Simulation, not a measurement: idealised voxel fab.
Module name: voxel wiring stack (process module)
The width of the displayed cross-section, cut, is 255 nm; its cells are square, with a size of 5 nm.
For the purposes of this document, a cross-section shall be understood as a grid of square cells, specified as bands listed in top-to-bottom order, each band consisting of one or more rows of cells.
Read a band's entry like this: the first values are the height of its top and the height of its bottom in nm, and what follows is the sequence of materials from left to right, each with its width in nm. Note that "blank" is empty space, and that a single material marked "throughout" reaches across the band from edge to edge.
Ref level 0: as-received wafer is one material below here. Bottom band extends down with no lower bound ("0 -> down").
A width such as "30->40" changes by the same amount from each row of cells to the next, from the band's top row to its bottom row.
Step marked "no modifications"? Then no cell in the cross-section changed in it.
"Sealed void inventory" - sealed voids, min. 8 cells, no opening to top; format: width x height at distance (distance from left edge; nm throughout).
On each step's line, the part that comes after the settings is the simulator's own comment on the step.
overlay nm: for a step with a mask, the amount by which the mask lay right of where it was planned; a negative amount means left of it.
The steps planned for the process are as follows
| 1 | RECEIVE: material Si |
| 2 | CONFORMAL_DEP: material SiO2, thk nm 15 |
| 3 | CONFORMAL_DEP: material SiN, thk nm 5 |
| 4 | DIRECTIONAL_DEP: material SiO2, thk nm 15 |
| 5 | DIRECTIONAL_DEP: material aC, thk nm 15 |
| 6 | PATTERN: tone open, mask id METAL_1, material resist, width nm 20, pitch nm 35, thk nm 35, overlay nm 0 |
| 7 | DIRECTIONAL_ETCH: etch materials aC, depth nm 15 |
| 8 | STRIP: etch materials resist |
| 9 | DIRECTIONAL_ETCH: etch materials SiO2, depth nm 15 |
| 10 | DIRECTIONAL_ETCH: etch materials SiN, depth nm 5 |
| 11 | STRIP: etch materials aC |
| 12 | CONFORMAL_DEP: material TiN, thk nm 5 |
| 13 | FILL_DEP: material W, thk nm 10 |
| 14 | CMP: height nm 35 |
| 15 | CONFORMAL_DEP: material SiCN, thk nm 5 |
| 16 | DIRECTIONAL_DEP: material SiO2, thk nm 15 |
| 17 | PATTERN: tone open, mask id PLUG_1, material resist, width nm 15, pitch nm 70, thk nm 20, overlay nm 0 |
| 18 | DIRECTIONAL_ETCH: etch materials SiO2, depth nm 15 |
| 19 | DIRECTIONAL_ETCH: etch materials SiCN, depth nm 5 |
| 20 | STRIP: etch materials resist |
| 21 | CONFORMAL_DEP: material TiN, thk nm 5 |
| 22 | FILL_DEP: material Ru, thk nm 10 |
| 23 | CMP: height nm 55 |
| 24 | DIRECTIONAL_DEP: material TiN, thk nm 5 |
| 25 | DIRECTIONAL_DEP: material Ru, thk nm 15 |
| 26 | MASKED_ETCH: tone cover, mask id METAL_2, width nm 20, pitch nm 35, etch materials Ru, depth nm 15, overlay nm 0 |
| 27 | MASKED_ETCH: tone cover, mask id METAL_2, width nm 20, pitch nm 35, etch materials TiN, depth nm 5, overlay nm 0 |
| 28 | FILL_DEP: material SiO2, thk nm 5 |
| 29 | CMP: height nm 75 |
| 30 | CONFORMAL_DEP: material SiCN, thk nm 5 |
| 31 | DIRECTIONAL_DEP: material SiO2, thk nm 30 |
| 32 | DIRECTIONAL_DEP: material aC, thk nm 10 |
| 33 | PATTERN: tone open, mask id METAL_3, material resist, width nm 20, pitch nm 35, thk nm 30, overlay nm 0 |
| 34 | DIRECTIONAL_ETCH: etch materials aC, depth nm 10 |
| 35 | STRIP: etch materials resist |
| 36 | DIRECTIONAL_ETCH: etch materials SiO2, depth nm 20 |
| 37 | STRIP: etch materials aC |
| 38 | PATTERN: tone open, mask id METAL_3_HOLES, material resist, width nm 15, pitch nm 70, thk nm 20, overlay nm 0 |
| 39 | DIRECTIONAL_ETCH: etch materials SiO2, depth nm 10 |
| 40 | DIRECTIONAL_ETCH: etch materials SiCN, depth nm 5 |
| 41 | STRIP: etch materials resist |
| 42 | CONFORMAL_DEP: material TiN, thk nm 5 |
| 43 | FILL_DEP: material Cu, thk nm 5 |
| 44 | CMP: height nm 110 |
| 45 | CONFORMAL_DEP: material SiN, thk nm 5 |
As received, after step 1
    0 -> down | Si throughout
    Sealed void inventory: none
Here's the cross-section of the first of our two wafers at the end of the module - it ran as planned
    115 -> 110 | SiN throughout
    110 -> 95 | SiO2=65; TiN=5; Cu=10; TiN=5; SiO2=15; TiN=5; Cu=10; TiN=5; SiO2=15; TiN=5; Cu=10; TiN=5; SiO2=15; TiN=5; Cu=10; TiN=5; SiO2=65
    95 -> 90 | SiO2=65; TiN=5; Cu=5; TiN=10; SiO2=15; TiN=20; SiO2=15; TiN=5; Cu=5; TiN=10; SiO2=15; TiN=20; SiO2=65
    90 -> 80 | SiO2=65; TiN=5; Cu=5; TiN=5; SiO2=55; TiN=5; Cu=5; TiN=5; SiO2=105
    80 -> 75 | SiCN=65; TiN=15; SiCN=55; TiN=15; SiCN=105
    75 -> 60 | SiO2=65; Ru=20; SiO2=15; Ru=20; SiO2=15; Ru=20; SiO2=15; Ru=20; SiO2=65
    60 -> 55 | SiO2=65; TiN=20; SiO2=15; TiN=20; SiO2=15; TiN=20; SiO2=15; TiN=20; SiO2=65
    55 -> 40 | SiO2=65; TiN=5; Ru=5; TiN=5; SiO2=55; TiN=5; Ru=5; TiN=5; SiO2=105
    40 -> 35 | SiCN=65; TiN=15; SiCN=55; TiN=15; SiCN=105
    35 -> 20 | SiO2=65; TiN=5; W=10; TiN=5; SiO2=15; TiN=5; W=10; TiN=5; SiO2=15; TiN=5; W=10; TiN=5; SiO2=15; TiN=5; W=10; TiN=5; SiO2=65
    20 -> 15 | SiN=65; TiN=20; SiN=15; TiN=20; SiN=15; TiN=20; SiN=15; TiN=20; SiN=65
    15 -> 0 | SiO2 throughout
    0 -> down | Si throughout
    Sealed void inventory: none
Here's the second of our two wafers sectioned at module end. Same start as the first, same plan, but one mistake got made running it
    115 -> 110 | SiN throughout
    110 -> 95 | SiO2=65; TiN=5; Cu=10; TiN=5; SiO2=15; TiN=5; Cu=10; TiN=5; SiO2=15; TiN=5; Cu=10; TiN=5; SiO2=15; TiN=5; Cu=10; TiN=5; SiO2=65
    95 -> 90 | SiO2=65; TiN=5; Cu=5; TiN=10; SiO2=15; TiN=20; SiO2=15; TiN=5; Cu=5; TiN=10; SiO2=15; TiN=20; SiO2=65
    90 -> 80 | SiO2=65; TiN=5; Cu=5; TiN=5; SiO2=55; TiN=5; Cu=5; TiN=5; SiO2=105
    80 -> 75 | SiCN=65; TiN=15; SiCN=55; TiN=15; SiCN=105
    75 -> 60 | SiO2=65; Ru=20; SiO2=15; Ru=20; SiO2=15; Ru=20; SiO2=15; Ru=20; SiO2=65
    60 -> 55 | SiO2=65; TiN=20; SiO2=15; TiN=20; SiO2=15; TiN=20; SiO2=15; TiN=20; SiO2=65
    55 -> 40 | SiO2=65; TiN=5; Ru=5; TiN=5; SiO2=55; TiN=5; Ru=5; TiN=5; SiO2=105
    40 -> 35 | SiCN=65; TiN=15; SiCN=55; TiN=15; SiCN=105
    35 -> 25 | W throughout
    25 -> 20 | TiN=70; W=10; TiN=25; W=10; TiN=25; W=10; TiN=25; W=10; TiN=70
    20 -> 15 | SiN=65; TiN=20; SiN=15; TiN=20; SiN=15; TiN=20; SiN=15; TiN=20; SiN=65
    15 -> 0 | SiO2 throughout
    0 -> down | Si throughout
    Sealed void inventory: none
The plan and the run diverged here: step 4 was dropped from the plan's execution and never run
End check, counted in cells, second wafer has more or fewer of these materials than the first: SiO2 -105; TiN +19; W +86
